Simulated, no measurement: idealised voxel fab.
Documented hereafter: the process module known as voxel transistor to metal.
For reference, the cross-section in this document is cut, with width 275 nm and square cells of 5 nm.
Cross-section spec: square-cell grid; bands listed top down; each band is one or more rows.
This entry defines a band. It first specifies the height of the band's top and the height of its bottom in nm, and then specifies the band's materials from left to right, stating each material with its width in nm. The word "everywhere" identifies a single material that fills the band from edge to edge, while the word "blank" identifies empty space.
A quick word on heights: they are counted from 0, and under that level the wafer as it came to us is one material throughout. The lowest band is different from the rest in having no bottom; it simply continues downward, written as in "0..down".
A two-number width, for instance "30..40", indicates that the width is equal to the first number in the top row of the band and to the second number in the bottom row, and that it changes by a constant amount per row of cells.
Reading "nothing was modified" for a step: not a cell of the cross-section changed in it.
Closed empty spaces (no open way to the top) of 8 cells or more are what "Trapped cavities" lists, each as width x height at distance from the left edge, nm for all three.
If you see something after the settings on a step's line, that's the simulator's own remark about that step.
overlay nm: how far to the right of its planned place the mask lay on this masked step (negative: to the left).

Planned step list for the process
1. RECEIVE,material Si
2. CONFORMAL_DEP,material SiO2,thk nm 5
3. CONFORMAL_DEP,material SiN,thk nm 10
4. PATTERN,tone cover,mask id ACTIVE,material resist,width nm 105,pitch nm 125,thk nm 20,overlay nm 0
5. DIRECTIONAL_ETCH,etch materials SiN,depth nm 10
6. DIRECTIONAL_ETCH,etch materials SiO2,depth nm 5
7. DIRECTIONAL_ETCH,etch materials Si,depth nm 30
8. STRIP,etch materials resist
9. FILL_DEP,material SiO2,thk nm 15
10. CMP,height nm 15
11. SELECTIVE_ETCH,etch materials SiO2,depth nm 5
12. STRIP,etch materials SiN
13. SELECTIVE_ETCH,etch materials SiO2,depth nm 5
14. OXIDIZE,depth nm 5
15. DIRECTIONAL_DEP,material polySi,thk nm 20
16. DIRECTIONAL_DEP,material SiCN,thk nm 10
17. PATTERN,tone cover,mask id GATE,material resist,width nm 25,pitch nm 125,thk nm 20,overlay nm 0
18. DIRECTIONAL_ETCH,etch materials SiCN,depth nm 20
19. DIRECTIONAL_ETCH,etch materials polySi,depth nm 30
20. STRIP,etch materials resist
21. CONFORMAL_DEP,material SiN,thk nm 10
22. DIRECTIONAL_ETCH,etch materials SiN,depth nm 10
23. DIRECTIONAL_ETCH,etch materials SiO2,depth nm 5
24. DIRECTIONAL_ETCH,etch materials Si,depth nm 10
25. EPI,material SiGe,thk nm 15
26. FILL_DEP,material SiO2,thk nm 5
27. CMP,height nm 30
28. DIRECTIONAL_DEP,material SiO2,thk nm 15
29. DIRECTIONAL_DEP,material aC,thk nm 10
30. PATTERN,tone open,mask id CONTACT,material resist,width nm 30,thk nm 25,overlay nm 0
31. DIRECTIONAL_ETCH,etch materials aC,depth nm 10
32. STRIP,etch materials resist
33. DIRECTIONAL_ETCH,etch materials SiO2,depth nm 35
34. STRIP,etch materials aC
35. CONFORMAL_DEP,material TiN,thk nm 5
36. FILL_DEP,material W,thk nm 5
37. CMP,height nm 45
38. CONFORMAL_DEP,material SiCN,thk nm 5
39. DIRECTIONAL_DEP,material lowk,thk nm 15
40. MASKED_ETCH,tone open,mask id METAL_1,width nm 20,etch materials lowk,depth nm 15,overlay nm 0
41. MASKED_ETCH,tone open,mask id METAL_1,width nm 20,etch materials SiCN,depth nm 5,overlay nm 0
42. CONFORMAL_DEP,material TiN,thk nm 5
43. FILL_DEP,material Ru,thk nm 5
44. CMP,height nm 65
45. CONFORMAL_DEP,material SiN,thk nm 5

As received, after step 1
  0..down: Si everywhere
  Trapped cavities: none

Here's the wafer cut in cross-section after the module, started and planned just like above, except one thing was done wrong in the run
  70..65: SiN everywhere
  65..50: 25 of lowk; 5 of TiN; 10 of Ru; 5 of TiN; 55 of lowk; 5 of TiN; 10 of Ru; 5 of TiN; 30 of lowk; 5 of TiN; 10 of Ru; 5 of TiN; 55 of lowk; 5 of TiN; 10 of Ru; 5 of TiN; 30 of lowk
  50..45: 25 of SiCN; 20 of TiN; 55 of SiCN; 20 of TiN; 30 of SiCN; 20 of TiN; 55 of SiCN; 20 of TiN; 30 of SiCN
  45..35: 25 of SiO2; 5 of TiN; 20 of W; 5 of TiN; 35 of SiO2; 5 of TiN; 20 of W; 5 of TiN; 30 of SiO2; 5 of TiN; 20 of W; 5 of TiN; 35 of SiO2; 5 of TiN; 20 of W; 5 of TiN; 30 of SiO2
  35..30: 25 of SiO2; 5 of TiN; 15 of W; 10 of TiN; 35 of SiO2; 10 of TiN; 15 of W; 5 of TiN; 30 of SiO2; 5 of TiN; 15 of W; 10 of TiN; 35 of SiO2; 10 of TiN; 15 of W; 5 of TiN; 30 of SiO2
  30..20: 25 of SiO2; 5 of TiN; 15 of W; 5 of TiN; 10 of SiN; 25 of polySi; 10 of SiN; 5 of TiN; 15 of W; 5 of TiN; 30 of SiO2; 5 of TiN; 15 of W; 5 of TiN; 10 of SiN; 25 of polySi; 10 of SiN; 5 of TiN; 15 of W; 5 of TiN; 30 of SiO2
  20..15: 25 of SiO2; 25 of TiN; 45 of SiO2; 25 of TiN; 30 of SiO2; 25 of TiN; 45 of SiO2; 25 of TiN; 30 of SiO2
  15..5: 20 of SiO2; 105 of SiN; 20 of SiO2; 105 of SiN; 25 of SiO2
  5..0: SiO2 everywhere
  0..-30: 20 of SiO2; 105 of Si; 20 of SiO2; 105 of Si; 25 of SiO2
  -30..down: Si everywhere
  Trapped cavities: none
The plan and the run diverged here: the plan's step 10 went unexecuted, having been skipped
